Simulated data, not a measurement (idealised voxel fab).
process module | voxel double patterning
cross-section cut | 250 nm wide | cells 5 nm
A cross-section is a grid of square cells, given in bands from the top down. A band is one or more rows of cells.
Each band's line starts with the height of the band's top and of its bottom, in nm. Then come its materials from left to right, each with its width in nm. One material with "throughout" fills the band from edge to edge. "air" is empty space.
Height 0 is the level under which the wafer as received is all one material. The lowest band goes on downwards, as in "0 down".
A width such as "30 to 40" changes by the same amount from each row of cells to the next, from the band's top row to its bottom row.
"no change" after a step means that no cell of the cross-section changed.
closed voids: empty space of 8 cells or more with no open way to the top, each as width x height at its distance from the left edge, in nm
after a step's settings: what the simulator itself notes on the step
overlay nm, on a step with a mask: how far to the right of its planned place the mask lay; to the left if negative
plan
1 op RECEIVE | material Si
2 op CONFORMAL_DEP | material SiO2 | thk nm 5
3 op DIRECTIONAL_DEP | material polySi | thk nm 10
4 op DIRECTIONAL_DEP | material SiCN | thk nm 10
5 op DIRECTIONAL_DEP | material aC | thk nm 10
6 op PATTERN | tone open | mask id FIRST | material resist | width nm 15 | pitch nm 50 | thk nm 25 | overlay nm 0
7 op DIRECTIONAL_ETCH | etch materials aC | depth nm 10
8 op STRIP | etch materials resist
9 op DIRECTIONAL_ETCH | etch materials SiCN | depth nm 10
10 op STRIP | etch materials aC
11 op PATTERN | tone open | mask id SECOND | material resist | width nm 15 | pitch nm 50 | thk nm 20 | overlay nm 0
12 op DIRECTIONAL_ETCH | etch materials SiCN | depth nm 10
13 op STRIP | etch materials resist
14 op DIRECTIONAL_ETCH | etch materials polySi | depth nm 10
15 op STRIP | etch materials SiCN
first wafer, as planned
as received, after step 1
  0 down: Si throughout
  closed voids: none
after step 2
  5 to 0: SiO2 throughout
  below 0: unchanged
after step 3
  15 to 5: polySi throughout
  below 5: unchanged
after step 4
  25 to 15: SiCN throughout
  below 15: unchanged
after step 5
  35 to 25: aC throughout
  below 25: unchanged
after step 6
  60 to 35: resist 65 | air 15 | resist 35 | air 15 | resist 35 | air 15 | resist 70
  below 35: unchanged
after step 7
  50 to 35: resist 65 | air 15 | resist 35 | air 15 | resist 35 | air 15 | resist 70
  35 to 25: aC 65 | air 15 | aC 35 | air 15 | aC 35 | air 15 | aC 70
  below 25: unchanged
after step 8
  35 to 25: aC 65 | air 15 | aC 35 | air 15 | aC 35 | air 15 | aC 70
  below 25: unchanged
after step 9
  35 to 25: aC 65 | air 15 | aC 35 | air 15 | aC 35 | air 15 | aC 70
  25 to 15: SiCN 65 | air 15 | SiCN 35 | air 15 | SiCN 35 | air 15 | SiCN 70
  below 15: unchanged
after step 10
  25 to 15: SiCN 65 | air 15 | SiCN 35 | air 15 | SiCN 35 | air 15 | SiCN 70
  below 15: unchanged
after step 11
  45 to 25: resist 90 | air 15 | resist 35 | air 15 | resist 95
  25 to 15: SiCN 65 | resist 15 | SiCN 35 | resist 15 | SiCN 35 | resist 15 | SiCN 70
  below 15: unchanged
after step 12
  45 to 25: resist 90 | air 15 | resist 35 | air 15 | resist 95
  25 to 15: SiCN 65 | resist 15 | SiCN 10 | air 15 | SiCN 10 | resist 15 | SiCN 10 | air 15 | SiCN 10 | resist 15 | SiCN 70
  below 15: unchanged
after step 13
  25 to 15: SiCN 65 | air 15 | SiCN 10 | air 15 | SiCN 10 | air 15 | SiCN 10 | air 15 | SiCN 10 | air 15 | SiCN 70
  below 15: unchanged
after step 14
  25 to 15: SiCN 65 | air 15 | SiCN 10 | air 15 | SiCN 10 | air 15 | SiCN 10 | air 15 | SiCN 10 | air 15 | SiCN 70
  15 to 5: polySi 65 | air 15 | polySi 10 | air 15 | polySi 10 | air 15 | polySi 10 | air 15 | polySi 10 | air 15 | polySi 70
  below 5: unchanged
after step 15
  15 to 5: polySi 65 | air 15 | polySi 10 | air 15 | polySi 10 | air 15 | polySi 10 | air 15 | polySi 10 | air 15 | polySi 70
  below 5: unchanged
second wafer: like start, like plan, one mistake. Through step 1 it matches the first wafer
when step 2 should have ended
  10 to 0: polySi throughout
  below 0: unchanged
when step 3 should have ended
  15 to 10: SiO2 throughout
  below 10: unchanged
when step 4 should have ended
  25 to 15: SiCN throughout
  below 15: unchanged
when step 5 should have ended
  35 to 25: aC throughout
  below 25: unchanged
when step 6 should have ended
  60 to 35: resist 65 | air 15 | resist 35 | air 15 | resist 35 | air 15 | resist 70
  below 35: unchanged
when step 7 should have ended
  50 to 35: resist 65 | air 15 | resist 35 | air 15 | resist 35 | air 15 | resist 70
  35 to 25: aC 65 | air 15 | aC 35 | air 15 | aC 35 | air 15 | aC 70
  below 25: unchanged
when step 8 should have ended
  35 to 25: aC 65 | air 15 | aC 35 | air 15 | aC 35 | air 15 | aC 70
  below 25: unchanged
when step 9 should have ended
  35 to 25: aC 65 | air 15 | aC 35 | air 15 | aC 35 | air 15 | aC 70
  25 to 15: SiCN 65 | air 15 | SiCN 35 | air 15 | SiCN 35 | air 15 | SiCN 70
  below 15: unchanged
when step 10 should have ended
  25 to 15: SiCN 65 | air 15 | SiCN 35 | air 15 | SiCN 35 | air 15 | SiCN 70
  below 15: unchanged
when step 11 should have ended
  45 to 25: resist 90 | air 15 | resist 35 | air 15 | resist 95
  25 to 15: SiCN 65 | resist 15 | SiCN 35 | resist 15 | SiCN 35 | resist 15 | SiCN 70
  below 15: unchanged
when step 12 should have ended
  45 to 25: resist 90 | air 15 | resist 35 | air 15 | resist 95
  25 to 15: SiCN 65 | resist 15 | SiCN 10 | air 15 | SiCN 10 | resist 15 | SiCN 10 | air 15 | SiCN 10 | resist 15 | SiCN 70
  below 15: unchanged
when step 13 should have ended
  25 to 15: SiCN 65 | air 15 | SiCN 10 | air 15 | SiCN 10 | air 15 | SiCN 10 | air 15 | SiCN 10 | air 15 | SiCN 70
  below 15: unchanged
when step 14 should have ended: no change
when step 15 should have ended
  15 to 10: SiO2 throughout
  below 10: unchanged
what went wrong: steps 2 and 3 were swapped
at the end the second wafer has, in cells: 30 more of polySi
